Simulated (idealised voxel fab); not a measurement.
Herein follows the process module entitled voxel ribs on slabs.
The width of the displayed cross-section, cut, is 265 nm; its cells are square, with a size of 5 nm.
Format of a cross-section: grid, square cells. Given as bands. Order: top down. Band: one or more rows of cells.
Band: top and bottom heights (nm) first, top before bottom; then materials from left to right, widths in nm. "everywhere" marks a sole material filling the band edge to edge. "empty" denotes empty space.
Height 0 is the level under which the wafer as received is all one material. The lowest band goes on downwards, as in "0 down".
With a width like "30 to 40", each row of cells in the band differs from the next by the same amount, the top row carrying the first number and the bottom row the second.
A step reported as "nothing changed" is a step in which no cell of the cross-section changed.
Look at "Voids, sealed" for the closed voids: empty spaces with no open path to the top, sized 8 cells or up. Each is width x height at distance, distance from the left edge, all nm.
Past the settings on a step's line: simulator remark, on that step.
overlay nm: on a step with a mask, how far right of its planned place the mask lay; negative means left.

**Intended process steps**
1,RECEIVE: material Si
2,DIRECTIONAL_DEP: material SiO2, thk nm 30
3,DIRECTIONAL_DEP: material polySi, thk nm 20
4,PATTERN: tone cover, mask id RIB, material resist, width nm 30, thk nm 15, overlay nm 0
5,DIRECTIONAL_ETCH: etch materials polySi, depth nm 5
6,STRIP: etch materials resist
7,MASKED_ETCH: tone cover, mask id SLAB, width nm 60, etch materials polySi, depth nm 15, overlay nm 0
8,FILL_DEP: material SiO2, thk nm 20
9,CMP: height nm 60
10,DIRECTIONAL_DEP: material TiN, thk nm 10
11,PATTERN: tone cover, mask id HEATER, material resist, width nm 40, thk nm 15, overlay nm 0
12,DIRECTIONAL_ETCH: etch materials TiN, depth nm 10
13,STRIP: etch materials resist
14,CONFORMAL_DEP: material SiN, thk nm 10

**Cross-sectional view of the wafer in its as-received condition, corresponding to the state after step 1**
0 down | Si everywhere
Voids, sealed: none

**Wafer cross-section at end of module: start and plan as shown above, one execution error**
80 to 70 | empty 100, SiN 60, empty 105
70 to 60 | SiN 110, TiN 40, SiN 115
60 to 50 | SiO2 100, polySi 60, SiO2 105
50 to 30 | polySi everywhere
30 to 0 | SiO2 everywhere
0 down | Si everywhere
Voids, sealed: none
What went wrong in running the wafer? it should be noted that step 3 of the plan was executed twice
